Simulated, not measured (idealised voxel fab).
The following is a process module called voxel self aligned contacts.
cross-section cut | 145 nm wide | cells 5 nm
Think of the cross-section as a grid of square cells. We describe it in bands, top to bottom, and each band covers one or more rows of those cells.
Look at the band entry: it leads with the top's height and the bottom's height in nm. Then it lists the materials left to right, with a width in nm for each. The word "throughout" on a single material says that material fills the band edge to edge. The word "air" is empty space.
Heights are measured from 0, the level below which the as-received wafer is all one material; the lowest band has no bottom and continues downward, written as in "0 nm and below".
Width: "30->40" (first number = top row, second number = bottom row, same change from row to row of cells).
"nothing was modified" (step): cross-section cells unchanged, all of them.
"Closed cavities" - sealed voids, min. 8 cells, no opening to top; format: width x height at distance (distance from left edge; nm throughout).
Whatever follows a step's settings on its line is a remark the simulator itself makes about that step.
"overlay nm" on a masked step: distance the mask lay right of its planned place, negative for left.

**List of planned process steps**
step 1: RECEIVE with material Si
step 2: OXIDIZE with depth nm 5
step 3: DIRECTIONAL_DEP with material polySi, thk nm 20
step 4: DIRECTIONAL_DEP with material SiN, thk nm 15
step 5: DIRECTIONAL_DEP with material aC, thk nm 10
step 6: PATTERN with tone cover, mask id GATE, material resist, width nm 35, pitch nm 60, thk nm 30, overlay nm 0
step 7: DIRECTIONAL_ETCH with etch materials aC, depth nm 10
step 8: STRIP with etch materials resist
step 9: DIRECTIONAL_ETCH with etch materials SiN, depth nm 15
step 10: DIRECTIONAL_ETCH with etch materials polySi, depth nm 20
step 11: STRIP with etch materials aC
step 12: CONFORMAL_DEP with material SiN, thk nm 5
step 13: DIRECTIONAL_ETCH with etch materials SiN, depth nm 5
step 14: FILL_DEP with material SiO2, thk nm 15
step 15: CMP with height nm 40
step 16: MASKED_ETCH with tone open, mask id CONTACT, width nm 35, etch materials SiO2, depth nm 45, overlay nm 0
step 17: CONFORMAL_DEP with material TiN, thk nm 5
step 18: FILL_DEP with material Ru, thk nm 5
step 19: CMP with height nm 40
step 20: CONFORMAL_DEP with material SiN, thk nm 5

**Wafer at receipt (post step 1), cross-section**
- 0 nm and below: Si throughout
- Closed cavities: none

**Wafer cross-section at module end: first of two, run to plan**
- 45 nm to 40 nm: SiN throughout
- 40 nm to 35 nm: 55 SiO2  15 TiN  5 Ru  15 TiN  55 SiO2
- 35 nm to 20 nm: 20 SiO2  45 SiN  5 TiN  5 Ru  5 TiN  45 SiN  20 SiO2
- 20 nm to 0 nm: 20 SiO2  5 SiN  35 polySi  5 SiN  5 TiN  5 Ru  5 TiN  5 SiN  35 polySi  5 SiN  20 SiO2
- 0 nm to -5 nm: 65 SiO2  15 TiN  65 SiO2
- -5 nm and below: Si throughout
- Closed cavities: none

**Wafer two, end of module, cross-section. Same start, same plan as wafer one. One mistake in the run**
- 45 nm to 40 nm: SiN throughout
- 40 nm to 35 nm: 55 SiO2  10 TiN  15 Ru  10 TiN  55 SiO2
- 35 nm to 20 nm: 25 SiO2  35 SiN  5 TiN  15 Ru  5 TiN  35 SiN  25 SiO2
- 20 nm to 0 nm: 25 SiO2  5 SiN  25 polySi  5 SiN  5 TiN  15 Ru  5 TiN  5 SiN  25 polySi  5 SiN  25 SiO2
- 0 nm to -5 nm: 60 SiO2  25 TiN  60 SiO2
- -5 nm and below: Si throughout
- Closed cavities: none
What was the processing mistake? off-plan run, step 6, actual operation and settings PATTERN with tone cover, mask id GATE, material resist, width nm 25, pitch nm 60, thk nm 30, overlay nm 0
Bottom line after processing is that, in cells, the second wafer is up or down on some materials versus the first: 16 more of Ru, 12 fewer of SiN, 12 more of SiO2, 16 fewer of polySi
